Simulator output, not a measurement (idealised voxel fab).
Title: Process Module voxel lift off
Cross-section cut spans 205 nm and uses square cells 5 nm in size.
Throughout this document, each cross-section is represented as a grid of square cells and is presented as a sequence of bands enumerated from the top downward, where a band comprises one or more rows of cells.
First you get the band's top height and its bottom height, in nm, and then the materials it's made of, left to right, with each width in nm. If you see a single material with "full width", that one covers the band edge to edge. "blank" is empty space.
Heads up on the height convention: 0 is the point under which the incoming wafer is all one material, and the lowest band has no bottom, it just keeps going down, like "0 down".
Top row gets the first number, bottom row gets the second, and each row in between changes by the same step: that is how a band width like "30 to 40" works.
The designation "stayed the same", where it is given for a processing step, indicates that no cell of the cross-section was altered in the course of that step.
"Closed internal voids": empty spaces of 8 cells or more with no open way to the top, each given as width x height at distance, distance from the left edge, all in nm.
Whatever follows a step's settings on its line is a remark the simulator itself makes about that step.
A step line may carry the setting "overlay nm", which, for steps involving a mask, states the distance by which the mask lay to the right of its intended position; negative values denote displacement to the left.

[The following list gives the planned process steps]
step 1: RECEIVE (material Si)
step 2: CONFORMAL_DEP (material SiN; thk nm 5)
step 3: PATTERN (tone open; mask id LINES; material resist; width nm 15; pitch nm 40; thk nm 25; overlay nm 0)
step 4: DIRECTIONAL_DEP (material Ru; thk nm 15)
step 5: STRIP (etch materials resist)
step 6: CONFORMAL_DEP (material SiO2; thk nm 5)

[First out of two wafers; run went to plan]

[Wafer at receipt (post step 1), cross-section]
	0 down: Si full width
	Closed internal voids: none

[Upon completion of step 2, the wafer appears in cross-section as shown]
	5 to 0: SiN full width
	Anything lower than 0 is untouched.

[Upon completion of step 3, the wafer appears in cross-section as shown]
	30 to 5: resist (75); blank (15); resist (25); blank (15); resist (75)
	Anything lower than 5 is untouched.

[Upon completion of step 4, the wafer appears in cross-section as shown]
	45 to 30: Ru (75); blank (15); Ru (25); blank (15); Ru (75)
	30 to 20: resist (75); blank (15); resist (25); blank (15); resist (75)
	20 to 5: resist (75); Ru (15); resist (25); Ru (15); resist (75)
	Anything lower than 5 is untouched.

[Upon completion of step 5, the wafer appears in cross-section as shown]
	20 to 5: blank (75); Ru (15); blank (25); Ru (15); blank (75)
	Anything lower than 5 is untouched.

[Upon completion of step 6, the wafer appears in cross-section as shown]
	25 to 20: blank (70); SiO2 (25); blank (15); SiO2 (25); blank (70)
	20 to 10: blank (70); SiO2 (5); Ru (15); SiO2 (5); blank (15); SiO2 (5); Ru (15); SiO2 (5); blank (70)
	10 to 5: SiO2 (75); Ru (15); SiO2 (25); Ru (15); SiO2 (75)
	Anything lower than 5 is untouched.

[The second wafer: identical to the first at the outset and in its planned sequence, differing only in that one mistake was made during processing; up to and including step 4, its path is the first wafer's path]

[Second wafer cross-section, taken as of the time the plan sets for step 5 to be done]
	20 to 5: blank (75); Ru (15); blank (25); Ru (15); blank (75)
	Anything lower than 5 is untouched.

[Second wafer cross-section, taken as of the time the plan sets for step 6 to be done]
	25 to 20: blank (70); SiO2 (25); blank (15); SiO2 (25); blank (70)
	20 to 10: blank (70); SiO2 (5); Ru (15); SiO2 (5); blank (15); SiO2 (5); Ru (15); SiO2 (5); blank (70)
	10 to 5: SiO2 (75); Ru (15); SiO2 (25); Ru (15); SiO2 (75)
	Anything lower than 5 is untouched.
What broke from the plan during processing? yeah, plan step 5 got run twice
Result: same final cross-section on the two wafers, so no effect from the mistake in this model.
